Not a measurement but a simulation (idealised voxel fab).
Herein follows the process module entitled voxel self aligned vias.
Cross-section cut: width 245 nm, square cells of 5 nm.
This document writes a cross-section as a grid whose cells are square, and gives it as bands, listed from the top down; one or more rows of cells form a band.
The band entry comprises the height of the band's top followed by the height of its bottom, expressed in nm, and subsequently the band's materials from left to right, each stated together with its width in nm. Where a single material is marked with the word "full width", that material fills the band from edge to edge. The word "empty" represents empty space.
Where do heights start? At 0: under that level the wafer as delivered is made of one material only. And the lowest band has no floor; it just carries on downward, as in "0 and below".
Per-row width for "30 to 40": begins at first number (top row of band), ends at second number (bottom row), increment between rows held constant.
Step marked "nothing got changed"? Then no cell in the cross-section changed in it.
"Encapsulated voids" enumerates empty spaces isolated from the top, with no open way to it, that contain at least 8 cells, giving each as width x height at distance from the left edge, all three in nm.
On each step's line, the part that comes after the settings is the simulator's own comment on the step.
The "overlay nm" setting may appear on a step's line; for a step that uses a mask, it gives how far to the right of its planned position the mask lay, and a negative value indicates the left.

Intended process steps
1. RECEIVE [material Si]
2. CONFORMAL_DEP [material SiO2] [thk nm 10]
3. CONFORMAL_DEP [material SiCN] [thk nm 5]
4. DIRECTIONAL_DEP [material lowk] [thk nm 25]
5. MASKED_ETCH [tone open] [mask id LINES] [width nm 25] [pitch nm 75] [etch materials lowk] [depth nm 25] [overlay nm 0]
6. CONFORMAL_DEP [material TiN] [thk nm 5]
7. FILL_DEP [material Ru] [thk nm 10]
8. CMP [height nm 40]
9. SELECTIVE_ETCH [etch materials W Ru TiN] [depth nm 5]
10. FILL_DEP [material SiN] [thk nm 5]
11. CMP [height nm 40]
12. DIRECTIONAL_DEP [material lowk] [thk nm 15]
13. DIRECTIONAL_DEP [material aC] [thk nm 10]
14. PATTERN [tone open] [mask id VIAS] [material resist] [width nm 45] [thk nm 25] [overlay nm 0]
15. DIRECTIONAL_ETCH [etch materials aC] [depth nm 10]
16. STRIP [etch materials resist]
17. DIRECTIONAL_ETCH [etch materials lowk] [depth nm 15]
18. DIRECTIONAL_ETCH [etch materials SiN] [depth nm 5]
19. STRIP [etch materials aC]
20. CONFORMAL_DEP [material TiN] [thk nm 5]
21. FILL_DEP [material Ru] [thk nm 10]
22. CMP [height nm 55]
23. CONFORMAL_DEP [material SiCN] [thk nm 5]

Cross-section of the wafer as it came to us, i.e., already through step 1
- 0 and below  Si full width
- Encapsulated voids: none

The plan above was carried out on the starting structure above with one mistake, and this cross-section shows the wafer at the end of the module
- 60 down to 55  SiCN full width
- 55 down to 45  lowk 60 nm | TiN 5 nm | Ru 35 nm | TiN 5 nm | lowk 140 nm
- 45 down to 40  lowk 60 nm | TiN 15 nm | Ru 15 nm | TiN 15 nm | lowk 140 nm
- 40 down to 35  lowk 70 nm | TiN 25 nm | lowk 50 nm | SiN 25 nm | lowk 75 nm
- 35 down to 20  lowk 70 nm | TiN 5 nm | Ru 15 nm | TiN 5 nm | lowk 50 nm | TiN 5 nm | Ru 15 nm | TiN 5 nm | lowk 75 nm
- 20 down to 15  lowk 70 nm | TiN 25 nm | lowk 50 nm | TiN 25 nm | lowk 75 nm
- 15 down to 10  SiCN full width
- 10 down to 0  SiN full width
- 0 and below  Si full width
- Encapsulated voids: none
Error vs. plan: step 2 did not use the planned setting and instead ran as CONFORMAL_DEP [material SiN] [thk nm 10]
